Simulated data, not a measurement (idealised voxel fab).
Process module in this document: voxel wiring stack
Section shown: cut. Width: 210 nm. Cell size: 5 nm, square.
In what follows, cross-sections appear as grids of square cells, described through bands that run from the top down, where every band is one or more rows of cells.
It is stipulated that each band's entry specify, in nanometres, the height of the top of the band and then that of its bottom, followed by the materials of the band in left-to-right sequence, each together with its width in nanometres. A single material marked by the word "throughout" is understood to fill the band from edge to edge; the word "blank" is understood to denote empty space.
The level at which height equals 0 is the one under which the wafer, as it arrives, is entirely one material. No lower edge exists for the bottom band, which continues downward and is notated as in "0..down".
Per-row width for "30 to 40": begins at first number (top row of band), ends at second number (bottom row), increment between rows held constant.
Take "identical to before" at face value: in the step it is given for, the cross-section changed in none of its cells.
Each empty space that has no open way to the top and spans at least 8 cells appears under "Closed cavities" as width x height at distance, the distance counted from the left edge, all in nm.
What comes after the settings on a step's line is commentary from the simulator itself on that step.
overlay nm: mask right of planned place by this much (step with mask). Neg. = left.
Here's what the planned process steps look like:
- 1: RECEIVE: material Si
- 2: CONFORMAL_DEP: material SiO2, thk nm 10
- 3: CONFORMAL_DEP: material SiCN, thk nm 5
- 4: DIRECTIONAL_DEP: material SiO2, thk nm 25
- 5: PATTERN: tone open, mask id METAL_1, material resist, width nm 30, pitch nm 60, thk nm 20, overlay nm 0
- 6: DIRECTIONAL_ETCH: etch materials SiO2, depth nm 25
- 7: DIRECTIONAL_ETCH: etch materials SiCN, depth nm 5
- 8: STRIP: etch materials resist
- 9: CONFORMAL_DEP: material TiN, thk nm 5
- 10: FILL_DEP: material Cu, thk nm 5
- 11: CMP: height nm 40
- 12: CONFORMAL_DEP: material SiCN, thk nm 5
- 13: DIRECTIONAL_DEP: material lowk, thk nm 25
- 14: PATTERN: tone open, mask id METAL_2_HOLES, material resist, width nm 15, pitch nm 60, thk nm 20, overlay nm 0
- 15: DIRECTIONAL_ETCH: etch materials lowk, depth nm 25
- 16: STRIP: etch materials resist
- 17: PATTERN: tone open, mask id METAL_2, material resist, width nm 30, pitch nm 60, thk nm 20, overlay nm 0
- 18: DIRECTIONAL_ETCH: etch materials lowk, depth nm 15
- 19: DIRECTIONAL_ETCH: etch materials SiCN, depth nm 5
- 20: STRIP: etch materials resist
- 21: CONFORMAL_DEP: material TiN, thk nm 5
- 22: FILL_DEP: material Ru, thk nm 10
- 23: CMP: height nm 70
- 24: CONFORMAL_DEP: material SiCN, thk nm 5
- 25: DIRECTIONAL_DEP: material SiO2, thk nm 15
- 26: PATTERN: tone open, mask id PLUG_2, material resist, width nm 15, thk nm 15, overlay nm 0
- 27: DIRECTIONAL_ETCH: etch materials SiO2, depth nm 15
- 28: DIRECTIONAL_ETCH: etch materials SiCN, depth nm 5
- 29: STRIP: etch materials resist
- 30: EPI: material Ru, thk nm 10
- 31: EPI: material Ru, thk nm 10
- 32: DIRECTIONAL_DEP: material TiN, thk nm 5
- 33: DIRECTIONAL_DEP: material Ru, thk nm 20
- 34: PATTERN: tone cover, mask id METAL_3, material resist, width nm 30, pitch nm 60, thk nm 20, overlay nm 0
- 35: DIRECTIONAL_ETCH: etch materials Ru, depth nm 20
- 36: DIRECTIONAL_ETCH: etch materials TiN, depth nm 5
- 37: STRIP: etch materials resist
- 38: CONFORMAL_DEP: material SiCN, thk nm 5
- 39: FILL_DEP: material SiO2, thk nm 10
- 40: CMP: height nm 115
- 41: CONFORMAL_DEP: material SiCN, thk nm 5
- 42: DIRECTIONAL_DEP: material SiO2, thk nm 30
- 43: PATTERN: tone open, mask id METAL_4_HOLES, material resist, width nm 15, pitch nm 60, thk nm 15, overlay nm 0
- 44: DIRECTIONAL_ETCH: etch materials SiO2, depth nm 30
- 45: STRIP: etch materials resist
- 46: MASKED_ETCH: tone open, mask id METAL_4, width nm 30, pitch nm 60, etch materials SiO2, depth nm 15, overlay nm 0
- 47: MASKED_ETCH: tone open, mask id METAL_4, width nm 30, pitch nm 60, etch materials SiCN, depth nm 5, overlay nm 0
- 48: CONFORMAL_DEP: material TiN, thk nm 5
- 49: FILL_DEP: material Cu, thk nm 10
- 50: CMP: height nm 150
- 51: CONFORMAL_DEP: material SiCN, thk nm 5
Here's what the wafer looked like in cross-section when it arrived - that's after step 1:
0..down | Si throughout
Closed cavities: none
Cross-section, end of module. Start: as above. Plan: as above. Execution: one mistake:
155..150 | SiCN throughout
150..140 | 60 SiO2, then 5 TiN, then 20 Cu, then 5 TiN, then 30 SiO2, then 5 TiN, then 20 Cu, then 5 TiN, then 60 SiO2
140..135 | 60 SiO2, then 5 TiN, then 5 Cu, then 20 TiN, then 30 SiO2, then 5 TiN, then 5 Cu, then 20 TiN, then 60 SiO2
135..120 | 60 SiO2, then 5 TiN, then 5 Cu, then 5 TiN, then 45 SiO2, then 5 TiN, then 5 Cu, then 5 TiN, then 75 SiO2
120..115 | 60 SiCN, then 15 TiN, then 45 SiCN, then 15 TiN, then 75 SiCN
115..95 | 55 SiO2, then 5 SiCN, then 30 Ru, then 5 SiCN, then 20 SiO2, then 5 SiCN, then 30 Ru, then 5 SiCN, then 55 SiO2
95..90 | 60 SiCN, then 30 TiN, then 30 SiCN, then 30 TiN, then 60 SiCN
90..75 | 60 SiO2, then 15 Ru, then 135 SiO2
75..70 | 60 SiCN, then 15 Ru, then 135 SiCN
70..60 | 70 Ru, then 5 TiN, then 15 lowk, then 5 TiN, then 35 Ru, then 5 TiN, then 15 lowk, then 5 TiN, then 55 Ru
60..55 | 65 TiN, then 5 Ru, then 5 TiN, then 15 lowk, then 35 TiN, then 5 Ru, then 5 TiN, then 15 lowk, then 60 TiN
55..50 | 60 lowk, then 5 TiN, then 5 Ru, then 5 TiN, then 45 lowk, then 5 TiN, then 5 Ru, then 5 TiN, then 75 lowk
50..45 | 60 lowk, then 15 TiN, then 45 lowk, then 15 TiN, then 75 lowk
45..40 | SiCN throughout
40..15 | 60 SiO2, then 5 TiN, then 20 Cu, then 5 TiN, then 30 SiO2, then 5 TiN, then 20 Cu, then 5 TiN, then 60 SiO2
15..10 | 60 SiCN, then 30 TiN, then 30 SiCN, then 30 TiN, then 60 SiCN
10..0 | SiO2 throughout
0..down | Si throughout
Closed cavities: none
Heads up, the wafer didn't run the way we planned it: the process deviated at step 17: the operation and settings actually run there were PATTERN: tone cover, mask id METAL_2, material resist, width nm 30, pitch nm 60, thk nm 20, overlay nm 0
